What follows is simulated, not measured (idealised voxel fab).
The following is a process module called voxel ribs on slabs.
235 nm wide, 5 nm square cells: that's cross-section cut.
In what follows, cross-sections appear as grids of square cells, described through bands that run from the top down, where every band is one or more rows of cells. Top height, bottom height, nm. Materials left to right, width each, nm. Single material + "full width" = fills band edge to edge. "empty" = empty. Convention: height 0 is the level below which the wafer, as received, is all one material. The lowest band does not terminate at the bottom but continues downward, represented as "from 0 down". It should be noted that a width expressed as "30..40" varies in equal increments from row to row of cells within the band, taking the value of the first number at the top row and that of the second number at the bottom row. A step reported as "no alteration" is a step in which no cell of the cross-section changed. Empty spaces without an open route to the top, at least 8 cells in extent, make up the entry "Enclosed cavity list"; each is given as width x height at distance, where the distance is measured from the left edge, and all are in nm. Whatever follows a step's settings on its line is a remark the simulator itself makes about that step. For masked steps, "overlay nm" on the step line gives how far right of plan the mask actually lay; a minus sign means it lay to the left.

[The planned process steps are enumerated hereunder]
| 1 | RECEIVE,material Si |
| 2 | DIRECTIONAL_DEP,material SiO2,thk nm 30 |
| 3 | DIRECTIONAL_DEP,material SiN,thk nm 20 |
| 4 | PATTERN,tone cover,mask id RIB,material resist,width nm 25,thk nm 20,overlay nm -15 |
| 5 | DIRECTIONAL_ETCH,etch materials SiN,depth nm 15 |
| 6 | STRIP,etch materials resist |
| 7 | DIRECTIONAL_DEP,material aC,thk nm 15 |
| 8 | PATTERN,tone cover,mask id SLAB,material resist,width nm 65,thk nm 35,overlay nm 0 |
| 9 | DIRECTIONAL_ETCH,etch materials aC,depth nm 15 |
| 10 | STRIP,etch materials resist |
| 11 | DIRECTIONAL_ETCH,etch materials SiN,depth nm 5 |
| 12 | STRIP,etch materials aC |
| 13 | FILL_DEP,material SiO2,thk nm 25 |
| 14 | CMP,height nm 65 |
| 15 | DIRECTIONAL_DEP,material W,thk nm 5 |
| 16 | MASKED_ETCH,tone cover,mask id HEATER,width nm 35,etch materials W,depth nm 5,overlay nm 0 |
| 17 | CONFORMAL_DEP,material SiO2,thk nm 5 |
Quick note for whoever runs this: the wafers start identical, but the overlay nm at step 4 isn't the same across them. The plan just shows what the first wafer had.

[Incoming state of the first of several wafers in cross-section: after step 1]
- from 0 down  Si full width
- Enclosed cavity list: none

[Per wafer (row), end of module: delta in cells per material since receipt, (+) for gained, (-) for lost; closed voids after that]
overlay nm -15, +28 SiN, +632 SiO2, +7 W, Enclosed cavity list: none
overlay nm -10, +28 SiN, +632 SiO2, +7 W, Enclosed cavity list: none
overlay nm -5, +28 SiN, +632 SiO2, +7 W, Enclosed cavity list: none
overlay nm 0, +28 SiN, +632 SiO2, +7 W, Enclosed cavity list: none
overlay nm 5, +28 SiN, +632 SiO2, +7 W, Enclosed cavity list: none
overlay nm 10, +28 SiN, +632 SiO2, +7 W, Enclosed cavity list: none
overlay nm 15, +28 SiN, +632 SiO2, +7 W, Enclosed cavity list: none
